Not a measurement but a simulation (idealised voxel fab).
Herein follows the process module entitled voxel double patterning.
This is section cut - it's 200 nm across, gridded in 5 nm square cells.
For the purposes of this document, a cross-section shall be understood as a grid of square cells, specified as bands listed in top-to-bottom order, each band consisting of one or more rows of cells. Basically the band line says how high the top is and how high the bottom is, in nm, and then what's in it from left to right, every material with its width in nm. Empty space shows up as "blank", and if a single material carries "everywhere" it runs the full band edge to edge. Height datum 0, below which the as-received substrate wafer is one material. Lowest band open at the bottom, running downward: "from 0 down". Width spec "30->40" -> top row of cells at first value, bottom row at second value, equal per-row change in between. "remained the same" (step): cross-section cells unchanged, all of them. So "Closed void catalog" is basically the list of trapped voids: any empty space of 8 cells or more that can't reach the top through an opening. They're written width x height at distance, the distance being from the left edge, and it's all nm. On each step's line, the part that comes after the settings is the simulator's own comment on the step. overlay nm: where the mask lay relative to plan, measured to the right, on steps with a mask; negatives go left.

# Here's what the planned process steps look like
1: RECEIVE, material Si
2: CONFORMAL_DEP, material SiO2, thk nm 5
3: DIRECTIONAL_DEP, material W, thk nm 10
4: DIRECTIONAL_DEP, material SiCN, thk nm 10
5: DIRECTIONAL_DEP, material aC, thk nm 15
6: PATTERN, tone open, mask id FIRST, material resist, width nm 15, pitch nm 50, thk nm 30, overlay nm 0
7: DIRECTIONAL_ETCH, etch materials aC, depth nm 15
8: STRIP, etch materials resist
9: DIRECTIONAL_ETCH, etch materials SiCN, depth nm 10
10: STRIP, etch materials aC
11: PATTERN, tone open, mask id SECOND, material resist, width nm 15, thk nm 15, overlay nm 0
12: DIRECTIONAL_ETCH, etch materials SiCN, depth nm 10
13: STRIP, etch materials resist
14: DIRECTIONAL_ETCH, etch materials W, depth nm 10
15: STRIP, etch materials SiCN

# Wafer, first of two, run as planned

# Cross-section, incoming material, after step 1
> from 0 down | Si everywhere
> Closed void catalog: none

# After step 2: wafer cross-section
> from 5 to 0 | SiO2 everywhere
> below 0: unchanged

# After step 3: wafer cross-section
> from 15 to 5 | W everywhere
> below 5: unchanged

# After step 4: wafer cross-section
> from 25 to 15 | SiCN everywhere
> below 15: unchanged

# After step 5: wafer cross-section
> from 40 to 25 | aC everywhere
> below 25: unchanged

# After step 6: wafer cross-section
> from 70 to 40 | 65 of resist | 15 of blank | 35 of resist | 15 of blank | 70 of resist
> below 40: unchanged

# After step 7: wafer cross-section
> from 55 to 40 | 65 of resist | 15 of blank | 35 of resist | 15 of blank | 70 of resist
> from 40 to 25 | 65 of aC | 15 of blank | 35 of aC | 15 of blank | 70 of aC
> below 25: unchanged

# After step 8: wafer cross-section
> from 40 to 25 | 65 of aC | 15 of blank | 35 of aC | 15 of blank | 70 of aC
> below 25: unchanged

# After step 9: wafer cross-section
> from 40 to 25 | 65 of aC | 15 of blank | 35 of aC | 15 of blank | 70 of aC
> from 25 to 15 | 65 of SiCN | 15 of blank | 35 of SiCN | 15 of blank | 70 of SiCN
> below 15: unchanged

# After step 10: wafer cross-section
> from 25 to 15 | 65 of SiCN | 15 of blank | 35 of SiCN | 15 of blank | 70 of SiCN
> below 15: unchanged

# After step 11: wafer cross-section
> from 40 to 25 | 90 of resist | 15 of blank | 95 of resist
> from 25 to 15 | 65 of SiCN | 15 of resist | 35 of SiCN | 15 of resist | 70 of SiCN
> below 15: unchanged

# After step 12: wafer cross-section
> from 40 to 25 | 90 of resist | 15 of blank | 95 of resist
> from 25 to 15 | 65 of SiCN | 15 of resist | 10 of SiCN | 15 of blank | 10 of SiCN | 15 of resist | 70 of SiCN
> below 15: unchanged

# After step 13: wafer cross-section
> from 25 to 15 | 65 of SiCN | 15 of blank | 10 of SiCN | 15 of blank | 10 of SiCN | 15 of blank | 70 of SiCN
> below 15: unchanged

# After step 14: wafer cross-section
> from 25 to 15 | 65 of SiCN | 15 of blank | 10 of SiCN | 15 of blank | 10 of SiCN | 15 of blank | 70 of SiCN
> from 15 to 5 | 65 of W | 15 of blank | 10 of W | 15 of blank | 10 of W | 15 of blank | 70 of W
> below 5: unchanged

# After step 15: wafer cross-section
> from 15 to 5 | 65 of W | 15 of blank | 10 of W | 15 of blank | 10 of W | 15 of blank | 70 of W
> below 5: unchanged

# Second Wafer (Identical Start and Plan, One Processing Error; Matches First Wafer Through Step 5)

# Cross-section of the second wafer when, according to plan, step 6 should have finished
> from 70 to 40 | 65 of blank | 15 of resist | 35 of blank | 15 of resist | 70 of blank
> below 40: unchanged

# Cross-section of the second wafer when, according to plan, step 7 should have finished
> from 55 to 40 | 65 of blank | 15 of resist | 35 of blank | 15 of resist | 70 of blank
> from 40 to 25 | 65 of blank | 15 of aC | 35 of blank | 15 of aC | 70 of blank
> below 25: unchanged

# Cross-section of the second wafer when, according to plan, step 8 should have finished
> from 40 to 25 | 65 of blank | 15 of aC | 35 of blank | 15 of aC | 70 of blank
> below 25: unchanged

# Cross-section of the second wafer when, according to plan, step 9 should have finished
> from 40 to 25 | 65 of blank | 15 of aC | 35 of blank | 15 of aC | 70 of blank
> from 25 to 15 | 65 of blank | 15 of SiCN | 35 of blank | 15 of SiCN | 70 of blank
> below 15: unchanged

# Cross-section of the second wafer when, according to plan, step 10 should have finished
> from 25 to 15 | 65 of blank | 15 of SiCN | 35 of blank | 15 of SiCN | 70 of blank
> below 15: unchanged

# Cross-section of the second wafer when, according to plan, step 11 should have finished
> from 40 to 25 | 90 of resist | 15 of blank | 95 of resist
> from 25 to 15 | 65 of resist | 15 of SiCN | 10 of resist | 15 of blank | 10 of resist | 15 of SiCN | 70 of resist
> below 15: unchanged

Cross-section of the second wafer when, according to plan, step 12 should have finished: remained the same

# Cross-section of the second wafer when, according to plan, step 13 should have finished
> from 25 to 15 | 65 of blank | 15 of SiCN | 35 of blank | 15 of SiCN | 70 of blank
> below 15: unchanged

# Cross-section of the second wafer when, according to plan, step 14 should have finished
> from 25 to 15 | 65 of blank | 15 of SiCN | 35 of blank | 15 of SiCN | 70 of blank
> from 15 to 5 | 65 of blank | 15 of W | 35 of blank | 15 of W | 70 of blank
> below 5: unchanged

# Cross-section of the second wafer when, according to plan, step 15 should have finished
> from 15 to 5 | 65 of blank | 15 of W | 35 of blank | 15 of W | 70 of blank
> below 5: unchanged
Plan not followed: step 6 was not run as planned; what actually ran was PATTERN, tone cover, mask id FIRST, material resist, width nm 15, pitch nm 50, thk nm 30, overlay nm 0
The second wafer ends with more or fewer cells of some materials than the first, per final count: W: 50 fewer
